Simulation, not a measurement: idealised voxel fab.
The following is a process module called voxel gate over fins.
We display cut, a cross-section 270 nm in width whose square cells are each 5 nm.
Cross-sections here: square-cell grids, written as top-down lists of bands, a band being one or more rows of cells. Quick guide to a band line: top height, bottom height (nm) up front; then every material left to right with its width in nm. Only one material and it's marked "everywhere"? Then it fills the band edge to edge. And "air" just means empty space. Convention: height 0 is the level below which the wafer, as received, is all one material. The lowest band does not terminate at the bottom but continues downward, represented as "0 -> down". The expression "30 to 40" gives the width at the extremes of the band, the first number at its top row of cells and the second at its bottom row, with the width changing by equal amounts from each row to the next in between. The cross-section has no changed cell in any step marked "remained the same". In the "Unvented voids" entry, you get each enclosed empty space of 8 cells or more, one with no open way to the top, written width x height at distance, distance from the left edge, in nm. It should be noted that, on the line of a given step, the content following the step's settings is a remark produced by the simulator itself with respect to that step. overlay nm: on a step with a mask, how far right of its planned place the mask lay; negative means left.
The following list gives the planned process steps:
1. RECEIVE: material Si
2. CONFORMAL_DEP: material SiN, thk nm 5
3. DIRECTIONAL_DEP: material aC, thk nm 10
4. PATTERN: tone cover, mask id FINS, material resist, width nm 15, pitch nm 50, thk nm 30, overlay nm 0
5. DIRECTIONAL_ETCH: etch materials aC, depth nm 10
6. STRIP: etch materials resist
7. DIRECTIONAL_ETCH: etch materials SiN, depth nm 5
8. DIRECTIONAL_ETCH: etch materials Si, depth nm 40
9. STRIP: etch materials aC
10. FILL_DEP: material SiO2, thk nm 5
11. CMP: height nm 5
12. PATTERN: tone open, mask id RAIL, material resist, width nm 15, thk nm 20, overlay nm 0
13. DIRECTIONAL_ETCH: etch materials SiO2, depth nm 40
14. STRIP: etch materials resist
15. CONFORMAL_DEP: material TiN, thk nm 5
16. FILL_DEP: material W, thk nm 5
17. CMP: height nm 5
18. SELECTIVE_ETCH: etch materials W Ru TiN, depth nm 20
19. FILL_DEP: material SiO2, thk nm 5
20. CMP: height nm 5
21. SELECTIVE_ETCH: etch materials SiO2, depth nm 15
22. STRIP: etch materials SiN
23. CONFORMAL_DEP: material HfO2, thk nm 5
24. CONFORMAL_DEP: material TiN, thk nm 5
25. FILL_DEP: material W, thk nm 10
26. CMP: height nm 15
27. CONFORMAL_DEP: material SiCN, thk nm 5
The first of two wafers, run as planned:
Delivered wafer in cross-section: state after step 1:
> 0 -> down  Si everywhere
> Unvented voids: none
Cross-section through the wafer, step 2 finished:
> 5 -> 0  SiN everywhere
> Nothing below the height 0 has changed.
Cross-section through the wafer, step 3 finished:
> 15 -> 5  aC everywhere
> Nothing below the height 5 has changed.
Cross-section through the wafer, step 4 finished:
> 45 -> 15  air 100 nm, then resist 15 nm, then air 35 nm, then resist 15 nm, then air 105 nm
> Nothing below the height 15 has changed.
Cross-section through the wafer, step 5 finished:
> 35 -> 15  air 100 nm, then resist 15 nm, then air 35 nm, then resist 15 nm, then air 105 nm
> 15 -> 5  air 100 nm, then aC 15 nm, then air 35 nm, then aC 15 nm, then air 105 nm
> Nothing below the height 5 has changed.
Cross-section through the wafer, step 6 finished:
> 15 -> 5  air 100 nm, then aC 15 nm, then air 35 nm, then aC 15 nm, then air 105 nm
> Nothing below the height 5 has changed.
Cross-section through the wafer, step 7 finished:
> 15 -> 5  air 100 nm, then aC 15 nm, then air 35 nm, then aC 15 nm, then air 105 nm
> 5 -> 0  air 100 nm, then SiN 15 nm, then air 35 nm, then SiN 15 nm, then air 105 nm
> Nothing below the height 0 has changed.
Cross-section through the wafer, step 8 finished:
> 15 -> 5  air 100 nm, then aC 15 nm, then air 35 nm, then aC 15 nm, then air 105 nm
> 5 -> 0  air 100 nm, then SiN 15 nm, then air 35 nm, then SiN 15 nm, then air 105 nm
> 0 -> -40  air 100 nm, then Si 15 nm, then air 35 nm, then Si 15 nm, then air 105 nm
> Nothing below the height -40 has changed.
Cross-section through the wafer, step 9 finished:
> 5 -> 0  air 100 nm, then SiN 15 nm, then air 35 nm, then SiN 15 nm, then air 105 nm
> Nothing below the height 0 has changed.
Cross-section through the wafer, step 10 finished:
> 10 -> 5  SiO2 everywhere
> 5 -> 0  SiO2 100 nm, then SiN 15 nm, then SiO2 35 nm, then SiN 15 nm, then SiO2 105 nm
> 0 -> -40  SiO2 100 nm, then Si 15 nm, then SiO2 35 nm, then Si 15 nm, then SiO2 105 nm
> Nothing below the height -40 has changed.
Cross-section through the wafer, step 11 finished:
> 5 -> 0  SiO2 100 nm, then SiN 15 nm, then SiO2 35 nm, then SiN 15 nm, then SiO2 105 nm
> Nothing below the height 0 has changed.
Cross-section through the wafer, step 12 finished:
> 25 -> 5  resist 125 nm, then air 15 nm, then resist 130 nm
> Nothing below the height 5 has changed.
Cross-section through the wafer, step 13 finished:
> 25 -> 5  resist 125 nm, then air 15 nm, then resist 130 nm
> 5 -> 0  SiO2 100 nm, then SiN 15 nm, then SiO2 10 nm, then air 15 nm, then SiO2 10 nm, then SiN 15 nm, then SiO2 105 nm
> 0 -> -35  SiO2 100 nm, then Si 15 nm, then SiO2 10 nm, then air 15 nm, then SiO2 10 nm, then Si 15 nm, then SiO2 105 nm
> Nothing below the height -35 has changed.
Cross-section through the wafer, step 14 finished:
> 5 -> 0  SiO2 100 nm, then SiN 15 nm, then SiO2 10 nm, then air 15 nm, then SiO2 10 nm, then SiN 15 nm, then SiO2 105 nm
> Nothing below the height 0 has changed.
Cross-section through the wafer, step 15 finished:
> 10 -> 5  TiN 130 nm, then air 5 nm, then TiN 135 nm
> 5 -> 0  SiO2 100 nm, then SiN 15 nm, then SiO2 10 nm, then TiN 5 nm, then air 5 nm, then TiN 5 nm, then SiO2 10 nm, then SiN 15 nm, then SiO2 105 nm
> 0 -> -30  SiO2 100 nm, then Si 15 nm, then SiO2 10 nm, then TiN 5 nm, then air 5 nm, then TiN 5 nm, then SiO2 10 nm, then Si 15 nm, then SiO2 105 nm
> -30 -> -35  SiO2 100 nm, then Si 15 nm, then SiO2 10 nm, then TiN 15 nm, then SiO2 10 nm, then Si 15 nm, then SiO2 105 nm
> Nothing below the height -35 has changed.
Cross-section through the wafer, step 16 finished:
> 15 -> 10  W everywhere
> 10 -> 5  TiN 130 nm, then W 5 nm, then TiN 135 nm
> 5 -> 0  SiO2 100 nm, then SiN 15 nm, then SiO2 10 nm, then TiN 5 nm, then W 5 nm, then TiN 5 nm, then SiO2 10 nm, then SiN 15 nm, then SiO2 105 nm
> 0 -> -30  SiO2 100 nm, then Si 15 nm, then SiO2 10 nm, then TiN 5 nm, then W 5 nm, then TiN 5 nm, then SiO2 10 nm, then Si 15 nm, then SiO2 105 nm
> Nothing below the height -30 has changed.
Cross-section through the wafer, step 17 finished:
> 5 -> 0  SiO2 100 nm, then SiN 15 nm, then SiO2 10 nm, then TiN 5 nm, then W 5 nm, then TiN 5 nm, then SiO2 10 nm, then SiN 15 nm, then SiO2 105 nm
> Nothing below the height 0 has changed.
Cross-section through the wafer, step 18 finished:
> 5 -> 0  SiO2 100 nm, then SiN 15 nm, then SiO2 10 nm, then air 15 nm, then SiO2 10 nm, then SiN 15 nm, then SiO2 105 nm
> 0 -> -15  SiO2 100 nm, then Si 15 nm, then SiO2 10 nm, then air 15 nm, then SiO2 10 nm, then Si 15 nm, then SiO2 105 nm
> Nothing below the height -15 has changed.
Cross-section through the wafer, step 19 finished:
> 10 -> 5  SiO2 everywhere
> 5 -> 0  SiO2 100 nm, then SiN 15 nm, then SiO2 35 nm, then SiN 15 nm, then SiO2 105 nm
> 0 -> -15  SiO2 100 nm, then Si 15 nm, then SiO2 35 nm, then Si 15 nm, then SiO2 105 nm
> Nothing below the height -15 has changed.
Cross-section through the wafer, step 20 finished:
> 5 -> 0  SiO2 100 nm, then SiN 15 nm, then SiO2 35 nm, then SiN 15 nm, then SiO2 105 nm
> Nothing below the height 0 has changed.
Cross-section through the wafer, step 21 finished:
> 5 -> 0  air 100 nm, then SiN 15 nm, then air 35 nm, then SiN 15 nm, then air 105 nm
> 0 -> -10  air 100 nm, then Si 15 nm, then air 35 nm, then Si 15 nm, then air 105 nm
> Nothing below the height -10 has changed.
Cross-section through the wafer, step 22 finished:
> 0 -> -10  air 100 nm, then Si 15 nm, then air 35 nm, then Si 15 nm, then air 105 nm
> Nothing below the height -10 has changed.
Cross-section through the wafer, step 23 finished:
> 5 -> 0  air 95 nm, then HfO2 25 nm, then air 25 nm, then HfO2 25 nm, then air 100 nm
> 0 -> -5  air 95 nm, then HfO2 5 nm, then Si 15 nm, then HfO2 5 nm, then air 25 nm, then HfO2 5 nm, then Si 15 nm, then HfO2 5 nm, then air 100 nm
> -5 -> -10  HfO2 100 nm, then Si 15 nm, then HfO2 35 nm, then Si 15 nm, then HfO2 105 nm
> Nothing below the height -10 has changed.
Cross-section through the wafer, step 24 finished:
> 10 -> 5  air 90 nm, then TiN 35 nm, then air 15 nm, then TiN 35 nm, then air 95 nm
> 5 -> 0  air 90 nm, then TiN 5 nm, then HfO2 25 nm, then TiN 5 nm, then air 15 nm, then TiN 5 nm, then HfO2 25 nm, then TiN 5 nm, then air 95 nm
> 0 -> -5  TiN 95 nm, then HfO2 5 nm, then Si 15 nm, then HfO2 5 nm, then TiN 25 nm, then HfO2 5 nm, then Si 15 nm, then HfO2 5 nm, then TiN 100 nm
> Nothing below the height -5 has changed.
Cross-section through the wafer, step 25 finished:
> 20 -> 10  W everywhere
> 10 -> 5  W 90 nm, then TiN 35 nm, then W 15 nm, then TiN 35 nm, then W 95 nm
> 5 -> 0  W 90 nm, then TiN 5 nm, then HfO2 25 nm, then TiN 5 nm, then W 15 nm, then TiN 5 nm, then HfO2 25 nm, then TiN 5 nm, then W 95 nm
> Nothing below the height 0 has changed.
Cross-section through the wafer, step 26 finished:
> 15 -> 10  W everywhere
> Nothing below the height 10 has changed.
Cross-section through the wafer, step 27 finished:
> 20 -> 15  SiCN everywhere
> Nothing below the height 15 has changed.
Wafer two. Same start, same plan, one slip in execution. Same as wafer one through step 7, inclusive:
Second wafer, cut view, end of step 8 per plan:
> 15 -> 5  air 100 nm, then aC 15 nm, then air 35 nm, then aC 15 nm, then air 105 nm
> 5 -> 0  air 100 nm, then SiN 15 nm, then air 35 nm, then SiN 15 nm, then air 105 nm
> 0 -> -35  air 100 nm, then Si 15 nm, then air 35 nm, then Si 15 nm, then air 105 nm
> Nothing below the height -35 has changed.
Second wafer, cut view, end of step 9 per plan:
> 5 -> 0  air 100 nm, then SiN 15 nm, then air 35 nm, then SiN 15 nm, then air 105 nm
> Nothing below the height 0 has changed.
Second wafer, cut view, end of step 10 per plan:
> 10 -> 5  SiO2 everywhere
> 5 -> 0  SiO2 100 nm, then SiN 15 nm, then SiO2 35 nm, then SiN 15 nm, then SiO2 105 nm
> 0 -> -35  SiO2 100 nm, then Si 15 nm, then SiO2 35 nm, then Si 15 nm, then SiO2 105 nm
> Nothing below the height -35 has changed.
Second wafer, cut view, end of step 11 per plan:
> 5 -> 0  SiO2 100 nm, then SiN 15 nm, then SiO2 35 nm, then SiN 15 nm, then SiO2 105 nm
> Nothing below the height 0 has changed.
Second wafer, cut view, end of step 12 per plan:
> 25 -> 5  resist 125 nm, then air 15 nm, then resist 130 nm
> Nothing below the height 5 has changed.
Second wafer, cut view, end of step 13 per plan:
> 25 -> 5  resist 125 nm, then air 15 nm, then resist 130 nm
> 5 -> 0  SiO2 100 nm, then SiN 15 nm, then SiO2 10 nm, then air 15 nm, then SiO2 10 nm, then SiN 15 nm, then SiO2 105 nm
> 0 -> -35  SiO2 100 nm, then Si 15 nm, then SiO2 10 nm, then air 15 nm, then SiO2 10 nm, then Si 15 nm, then SiO2 105 nm
> Nothing below the height -35 has changed.
Second wafer, cut view, end of step 14 per plan:
> 5 -> 0  SiO2 100 nm, then SiN 15 nm, then SiO2 10 nm, then air 15 nm, then SiO2 10 nm, then SiN 15 nm, then SiO2 105 nm
> Nothing below the height 0 has changed.
Second wafer, cut view, end of step 15 per plan:
> 10 -> 5  TiN 130 nm, then air 5 nm, then TiN 135 nm
> 5 -> 0  SiO2 100 nm, then SiN 15 nm, then SiO2 10 nm, then TiN 5 nm, then air 5 nm, then TiN 5 nm, then SiO2 10 nm, then SiN 15 nm, then SiO2 105 nm
> 0 -> -30  SiO2 100 nm, then Si 15 nm, then SiO2 10 nm, then TiN 5 nm, then air 5 nm, then TiN 5 nm, then SiO2 10 nm, then Si 15 nm, then SiO2 105 nm
> -30 -> -35  SiO2 100 nm, then Si 15 nm, then SiO2 10 nm, then TiN 15 nm, then SiO2 10 nm, then Si 15 nm, then SiO2 105 nm
> Nothing below the height -35 has changed.
Second wafer, cut view, end of step 16 per plan:
> 15 -> 10  W everywhere
> 10 -> 5  TiN 130 nm, then W 5 nm, then TiN 135 nm
> 5 -> 0  SiO2 100 nm, then SiN 15 nm, then SiO2 10 nm, then TiN 5 nm, then W 5 nm, then TiN 5 nm, then SiO2 10 nm, then SiN 15 nm, then SiO2 105 nm
> 0 -> -30  SiO2 100 nm, then Si 15 nm, then SiO2 10 nm, then TiN 5 nm, then W 5 nm, then TiN 5 nm, then SiO2 10 nm, then Si 15 nm, then SiO2 105 nm
> Nothing below the height -30 has changed.
Second wafer, cut view, end of step 17 per plan:
> 5 -> 0  SiO2 100 nm, then SiN 15 nm, then SiO2 10 nm, then TiN 5 nm, then W 5 nm, then TiN 5 nm, then SiO2 10 nm, then SiN 15 nm, then SiO2 105 nm
> Nothing below the height 0 has changed.
Second wafer, cut view, end of step 18 per plan:
> 5 -> 0  SiO2 100 nm, then SiN 15 nm, then SiO2 10 nm, then air 15 nm, then SiO2 10 nm, then SiN 15 nm, then SiO2 105 nm
> 0 -> -15  SiO2 100 nm, then Si 15 nm, then SiO2 10 nm, then air 15 nm, then SiO2 10 nm, then Si 15 nm, then SiO2 105 nm
> Nothing below the height -15 has changed.
Second wafer, cut view, end of step 19 per plan:
> 10 -> 5  SiO2 everywhere
> 5 -> 0  SiO2 100 nm, then SiN 15 nm, then SiO2 35 nm, then SiN 15 nm, then SiO2 105 nm
> 0 -> -15  SiO2 100 nm, then Si 15 nm, then SiO2 35 nm, then Si 15 nm, then SiO2 105 nm
> Nothing below the height -15 has changed.
Second wafer, cut view, end of step 20 per plan:
> 5 -> 0  SiO2 100 nm, then SiN 15 nm, then SiO2 35 nm, then SiN 15 nm, then SiO2 105 nm
> Nothing below the height 0 has changed.
Second wafer, cut view, end of step 21 per plan:
> 5 -> 0  air 100 nm, then SiN 15 nm, then air 35 nm, then SiN 15 nm, then air 105 nm
> 0 -> -10  air 100 nm, then Si 15 nm, then air 35 nm, then Si 15 nm, then air 105 nm
> Nothing below the height -10 has changed.
Second wafer, cut view, end of step 22 per plan:
> 0 -> -10  air 100 nm, then Si 15 nm, then air 35 nm, then Si 15 nm, then air 105 nm
> Nothing below the height -10 has changed.
Second wafer, cut view, end of step 23 per plan:
> 5 -> 0  air 95 nm, then HfO2 25 nm, then air 25 nm, then HfO2 25 nm, then air 100 nm
> 0 -> -5  air 95 nm, then HfO2 5 nm, then Si 15 nm, then HfO2 5 nm, then air 25 nm, then HfO2 5 nm, then Si 15 nm, then HfO2 5 nm, then air 100 nm
> -5 -> -10  HfO2 100 nm, then Si 15 nm, then HfO2 35 nm, then Si 15 nm, then HfO2 105 nm
> Nothing below the height -10 has changed.
Second wafer, cut view, end of step 24 per plan:
> 10 -> 5  air 90 nm, then TiN 35 nm, then air 15 nm, then TiN 35 nm, then air 95 nm
> 5 -> 0  air 90 nm, then TiN 5 nm, then HfO2 25 nm, then TiN 5 nm, then air 15 nm, then TiN 5 nm, then HfO2 25 nm, then TiN 5 nm, then air 95 nm
> 0 -> -5  TiN 95 nm, then HfO2 5 nm, then Si 15 nm, then HfO2 5 nm, then TiN 25 nm, then HfO2 5 nm, then Si 15 nm, then HfO2 5 nm, then TiN 100 nm
> Nothing below the height -5 has changed.
Second wafer, cut view, end of step 25 per plan:
> 20 -> 10  W everywhere
> 10 -> 5  W 90 nm, then TiN 35 nm, then W 15 nm, then TiN 35 nm, then W 95 nm
> 5 -> 0  W 90 nm, then TiN 5 nm, then HfO2 25 nm, then TiN 5 nm, then W 15 nm, then TiN 5 nm, then HfO2 25 nm, then TiN 5 nm, then W 95 nm
> Nothing below the height 0 has changed.
Second wafer, cut view, end of step 26 per plan:
> 15 -> 10  W everywhere
> Nothing below the height 10 has changed.
Second wafer, cut view, end of step 27 per plan:
> 20 -> 15  SiCN everywhere
> Nothing below the height 15 has changed.
Nonconformance to the process plan: step 8 was run on a setting that differed from the plan, and what really ran there is DIRECTIONAL_ETCH: etch materials Si, depth nm 35
Final difference in cells, second wafer against first, listed per material as more or fewer: +48 Si; -48 SiO2
